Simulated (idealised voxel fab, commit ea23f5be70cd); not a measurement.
This section sets out a process module, namely voxel lift off.
Cross-section cut spans 245 nm and uses square cells 5 nm in size.
Cross-sections here: square-cell grids, written as top-down lists of bands, a band being one or more rows of cells.
Read a band's entry like this: the first values are the height of its top and the height of its bottom in nm, and what follows is the sequence of materials from left to right, each with its width in nm. Note that "air" is empty space, and that a single material marked "throughout" reaches across the band from edge to edge.
Note: height 0 marks the level under which the wafer is uniformly one material as received. Lowest band unbounded below, written "0 down".
With a width like "30..40", each row of cells in the band differs from the next by the same amount, the top row carrying the first number and the bottom row the second.
"no alterations made" for a step: no cell of the cross-section changed in that step.
You'll see "Completely sealed voids" listing empty spaces that have no way open to the top, as long as they're 8 cells or more; the notation is width x height at distance, where the distance is from the left edge, and all of it is in nm.
Formally, on a step line, whatever follows the settings is a remark that the simulator itself makes on the step.
Regarding "overlay nm": on a step with a mask, it is the distance the mask lay to the right of its planned place; a negative value places it to the left.
How should the pairs below be read? Each gives the cross-section before one process step and the cross-section after it, the latter drawn only to the lowest band that changed; the step that lies between them, with its settings, appears under the pair. Does a pair pick up where the pair above left off? Only where its entry headed "Ex-ante state" says so, since pairs can come from different runs of this module on the same starting wafer.
Ex-ante state:
> 0 down  Si throughout
> Completely sealed voids: none
Post-Step Section View:
> 5 to 0  SiO2 throughout
> Everything under 0 stays put, no change at all.
> Completely sealed voids: none
Step taken after the before cross-section and before the after cross-section above: CONFORMAL_DEP, material SiO2, thk nm 5
Ex-ante state: The pre-step condition corresponds to the post-step cross-section depicted in the pair directly above.
Post-Step Section View:
> 25 to 5  80 resist, then 30 air, then 25 resist, then 30 air, then 80 resist
> Everything under 5 stays put, no change at all.
> Completely sealed voids: none
Step taken after the before cross-section and before the after cross-section above: PATTERN, tone open, mask id LINES, material resist, width nm 30, pitch nm 55, thk nm 20, overlay nm 0
Ex-ante state: The pre-step condition corresponds to the post-step cross-section depicted in the pair directly above.
Post-Step Section View:
> 35 to 25  80 Ru, then 30 air, then 25 Ru, then 30 air, then 80 Ru
> 25 to 15  80 resist, then 30 air, then 25 resist, then 30 air, then 80 resist
> 15 to 5  80 resist, then 30 Ru, then 25 resist, then 30 Ru, then 80 resist
> Everything under 5 stays put, no change at all.
> Completely sealed voids: none
Step taken after the before cross-section and before the after cross-section above: DIRECTIONAL_DEP, material Ru, thk nm 10
Ex-ante state: The pre-step condition corresponds to the post-step cross-section depicted in the pair directly above.
Post-Step Section View:
> 15 to 5  80 air, then 30 Ru, then 25 air, then 30 Ru, then 80 air
> Everything under 5 stays put, no change at all.
> Completely sealed voids: none
Step taken after the before cross-section and before the after cross-section above: STRIP, etch materials resist
Ex-ante state: The pre-step condition corresponds to the post-step cross-section depicted in the pair directly above.
Post-Step Section View:
> 20 to 15  75 air, then 40 SiO2, then 15 air, then 40 SiO2, then 75 air
> 15 to 10  75 air, then 5 SiO2, then 30 Ru, then 5 SiO2, then 15 air, then 5 SiO2, then 30 Ru, then 5 SiO2, then 75 air
> 10 to 5  80 SiO2, then 30 Ru, then 25 SiO2, then 30 Ru, then 80 SiO2
> Everything under 5 stays put, no change at all.
> Completely sealed voids: none
Step taken after the before cross-section and before the after cross-section above: CONFORMAL_DEP, material SiO2, thk nm 5
Ex-ante state:
> 25 to 5  80 resist, then 30 air, then 25 resist, then 30 air, then 80 resist
> 5 to 0  SiO2 throughout
> 0 down  Si throughout
> Completely sealed voids: none
Post-Step Section View:
> 5 to 0  SiO2 throughout
> Everything under 0 stays put, no change at all.
> Completely sealed voids: none
Step taken after the before cross-section and before the after cross-section above: STRIP, etch materials resist
Ex-ante state: The pre-step condition corresponds to the post-step cross-section depicted in the pair directly above.
Post-Step Section View:
> 10 to 0  SiO2 throughout
> Everything under 0 stays put, no change at all.
> Completely sealed voids: none
Step taken after the before cross-section and before the after cross-section above: CONFORMAL_DEP, material SiO2, thk nm 5
Ex-ante state:
> 25 to 5  80 resist, then 30 air, then 25 resist, then 30 air, then 80 resist
> 5 to 0  SiO2 throughout
> 0 down  Si throughout
> Completely sealed voids: none
Post-Step Section View:
> 40 to 25  80 Ru, then 30 air, then 25 Ru, then 30 air, then 80 Ru
> 25 to 20  80 resist, then 30 air, then 25 resist, then 30 air, then 80 resist
> 20 to 5  80 resist, then 30 Ru, then 25 resist, then 30 Ru, then 80 resist
> Everything under 5 stays put, no change at all.
> Completely sealed voids: none
Step taken after the before cross-section and before the after cross-section above: DIRECTIONAL_DEP, material Ru, thk nm 15
Ex-ante state: The pre-step condition corresponds to the post-step cross-section depicted in the pair directly above.
Post-Step Section View:
> 20 to 5  80 air, then 30 Ru, then 25 air, then 30 Ru, then 80 air
> Everything under 5 stays put, no change at all.
> Completely sealed voids: none
Step taken after the before cross-section and before the after cross-section above: STRIP, etch materials resist
Ex-ante state: The pre-step condition corresponds to the post-step cross-section depicted in the pair directly above.
Post-Step Section View:
> 25 to 20  75 air, then 40 SiO2, then 15 air, then 40 SiO2, then 75 air
> 20 to 10  75 air, then 5 SiO2, then 30 Ru, then 5 SiO2, then 15 air, then 5 SiO2, then 30 Ru, then 5 SiO2, then 75 air
> 10 to 5  80 SiO2, then 30 Ru, then 25 SiO2, then 30 Ru, then 80 SiO2
> Everything under 5 stays put, no change at all.
> Completely sealed voids: none
Step taken after the before cross-section and before the after cross-section above: CONFORMAL_DEP, material SiO2, thk nm 5
Ex-ante state:
> 5 to 0  SiO2 throughout
> 0 down  Si throughout
> Completely sealed voids: none
Post-Step Section View:
> 25 to 5  80 resist, then 35 air, then 20 resist, then 35 air, then 75 resist
> Everything under 5 stays put, no change at all.
> Completely sealed voids: none
Step taken after the before cross-section and before the after cross-section above: PATTERN, tone open, mask id LINES, material resist, width nm 35, pitch nm 55, thk nm 20, overlay nm 0
Ex-ante state: The pre-step condition corresponds to the post-step cross-section depicted in the pair directly above.
Post-Step Section View:
> 35 to 25  80 Ru, then 35 air, then 20 Ru, then 35 air, then 75 Ru
> 25 to 15  80 resist, then 35 air, then 20 resist, then 35 air, then 75 resist
> 15 to 5  80 resist, then 35 Ru, then 20 resist, then 35 Ru, then 75 resist
> Everything under 5 stays put, no change at all.
> Completely sealed voids: none
Step taken after the before cross-section and before the after cross-section above: DIRECTIONAL_DEP, material Ru, thk nm 10
Ex-ante state: The pre-step condition corresponds to the post-step cross-section depicted in the pair directly above.
Post-Step Section View:
> 15 to 5  80 air, then 35 Ru, then 20 air, then 35 Ru, then 75 air
> Everything under 5 stays put, no change at all.
> Completely sealed voids: none
Step taken after the before cross-section and before the after cross-section above: STRIP, etch materials resist
Ex-ante state: The pre-step condition corresponds to the post-step cross-section depicted in the pair directly above.
Post-Step Section View:
> 20 to 15  75 air, then 45 SiO2, then 10 air, then 45 SiO2, then 70 air
> 15 to 10  75 air, then 5 SiO2, then 35 Ru, then 5 SiO2, then 10 air, then 5 SiO2, then 35 Ru, then 5 SiO2, then 70 air
> 10 to 5  80 SiO2, then 35 Ru, then 20 SiO2, then 35 Ru, then 75 SiO2
> Everything under 5 stays put, no change at all.
> Completely sealed voids: none
Step taken after the before cross-section and before the after cross-section above: CONFORMAL_DEP, material SiO2, thk nm 5
Ex-ante state:
> 5 to 0  SiO2 throughout
> 0 down  Si throughout
> Completely sealed voids: none
Post-Step Section View:
> 25 to 5  90 resist, then 30 air, then 25 resist, then 30 air, then 70 resist
> Everything under 5 stays put, no change at all.
> Completely sealed voids: none
Step taken after the before cross-section and before the after cross-section above: PATTERN, tone open, mask id LINES, material resist, width nm 30, pitch nm 55, thk nm 20, overlay nm 10
Ex-ante state: The pre-step condition corresponds to the post-step cross-section depicted in the pair directly above.
Post-Step Section View:
> 35 to 25  90 Ru, then 30 air, then 25 Ru, then 30 air, then 70 Ru
> 25 to 15  90 resist, then 30 air, then 25 resist, then 30 air, then 70 resist
> 15 to 5  90 resist, then 30 Ru, then 25 resist, then 30 Ru, then 70 resist
> Everything under 5 stays put, no change at all.
> Completely sealed voids: none
Step taken after the before cross-section and before the after cross-section above: DIRECTIONAL_DEP, material Ru, thk nm 10
Ex-ante state: The pre-step condition corresponds to the post-step cross-section depicted in the pair directly above.
Post-Step Section View:
> 15 to 5  90 air, then 30 Ru, then 25 air, then 30 Ru, then 70 air
> Everything under 5 stays put, no change at all.
> Completely sealed voids: none
Step taken after the before cross-section and before the after cross-section above: STRIP, etch materials resist
Ex-ante state: The pre-step condition corresponds to the post-step cross-section depicted in the pair directly above.
Post-Step Section View:
> 20 to 15  85 air, then 40 SiO2, then 15 air, then 40 SiO2, then 65 air
> 15 to 10  85 air, then 5 SiO2, then 30 Ru, then 5 SiO2, then 15 air, then 5 SiO2, then 30 Ru, then 5 SiO2, then 65 air
> 10 to 5  90 SiO2, then 30 Ru, then 25 SiO2, then 30 Ru, then 70 SiO2
> Everything under 5 stays put, no change at all.
> Completely sealed voids: none
Step taken after the before cross-section and before the after cross-section above: CONFORMAL_DEP, material SiO2, thk nm 5
Ex-ante state:
> 0 down  Si throughout
> Completely sealed voids: none
Post-Step Section View:
> 5 to 0  Ru throughout
> Everything under 0 stays put, no change at all.
> Completely sealed voids: none
Step taken after the before cross-section and before the after cross-section above: CONFORMAL_DEP, material Ru, thk nm 5
Ex-ante state: The pre-step condition corresponds to the post-step cross-section depicted in the pair directly above.
Post-Step Section View:
> 25 to 5  80 resist, then 30 air, then 25 resist, then 30 air, then 80 resist
> Everything under 5 stays put, no change at all.
> Completely sealed voids: none
Step taken after the before cross-section and before the after cross-section above: PATTERN, tone open, mask id LINES, material resist, width nm 30, pitch nm 55, thk nm 20, overlay nm 0
Ex-ante state: The pre-step condition corresponds to the post-step cross-section depicted in the pair directly above.
Post-Step Section View:
> 35 to 25  80 Ru, then 30 air, then 25 Ru, then 30 air, then 80 Ru
> 25 to 15  80 resist, then 30 air, then 25 resist, then 30 air, then 80 resist
> 15 to 5  80 resist, then 30 Ru, then 25 resist, then 30 Ru, then 80 resist
> Everything under 5 stays put, no change at all.
> Completely sealed voids: none
Step taken after the before cross-section and before the after cross-section above: DIRECTIONAL_DEP, material Ru, thk nm 10
Ex-ante state: The pre-step condition corresponds to the post-step cross-section depicted in the pair directly above.
Post-Step Section View:
> 15 to 5  80 air, then 30 Ru, then 25 air, then 30 Ru, then 80 air
> Everything under 5 stays put, no change at all.
> Completely sealed voids: none
Step taken after the before cross-section and before the after cross-section above: STRIP, etch materials resist
Ex-ante state: The pre-step condition corresponds to the post-step cross-section depicted in the pair directly above.
Post-Step Section View:
> 20 to 15  75 air, then 40 SiO2, then 15 air, then 40 SiO2, then 75 air
> 15 to 10  75 air, then 5 SiO2, then 30 Ru, then 5 SiO2, then 15 air, then 5 SiO2, then 30 Ru, then 5 SiO2, then 75 air
> 10 to 5  80 SiO2, then 30 Ru, then 25 SiO2, then 30 Ru, then 80 SiO2
> Everything under 5 stays put, no change at all.
> Completely sealed voids: none
Step taken after the before cross-section and before the after cross-section above: CONFORMAL_DEP, material SiO2, thk nm 5
Ex-ante state:
> 5 to 0  SiO2 throughout
> 0 down  Si throughout
> Completely sealed voids: none
Post-Step Section View:
> 25 to 5  80 air, then 30 resist, then 25 air, then 30 resist, then 80 air
> Everything under 5 stays put, no change at all.
> Completely sealed voids: none
Step taken after the before cross-section and before the after cross-section above: PATTERN, tone cover, mask id LINES, material resist, width nm 30, pitch nm 55, thk nm 20, overlay nm 0
Ex-ante state: The pre-step condition corresponds to the post-step cross-section depicted in the pair directly above.
Post-Step Section View:
> 35 to 25  80 air, then 30 Ru, then 25 air, then 30 Ru, then 80 air
> 25 to 15  80 air, then 30 resist, then 25 air, then 30 resist, then 80 air
> 15 to 5  80 Ru, then 30 resist, then 25 Ru, then 30 resist, then 80 Ru
> Everything under 5 stays put, no change at all.
> Completely sealed voids: none
Step taken after the before cross-section and before the after cross-section above: DIRECTIONAL_DEP, material Ru, thk nm 10
Ex-ante state: The pre-step condition corresponds to the post-step cross-section depicted in the pair directly above.
Post-Step Section View:
> 15 to 5  80 Ru, then 30 air, then 25 Ru, then 30 air, then 80 Ru
> Everything under 5 stays put, no change at all.
> Completely sealed voids: none
Step taken after the before cross-section and before the after cross-section above: STRIP, etch materials resist
Ex-ante state: The pre-step condition corresponds to the post-step cross-section depicted in the pair directly above.
Post-Step Section View:
> 20 to 15  85 SiO2, then 20 air, then 35 SiO2, then 20 air, then 85 SiO2
> 15 to 10  80 Ru, then 5 SiO2, then 20 air, then 5 SiO2, then 25 Ru, then 5 SiO2, then 20 air, then 5 SiO2, then 80 Ru
> 10 to 5  80 Ru, then 30 SiO2, then 25 Ru, then 30 SiO2, then 80 Ru
> Everything under 5 stays put, no change at all.
> Completely sealed voids: none
Step taken after the before cross-section and before the after cross-section above: CONFORMAL_DEP, material SiO2, thk nm 5
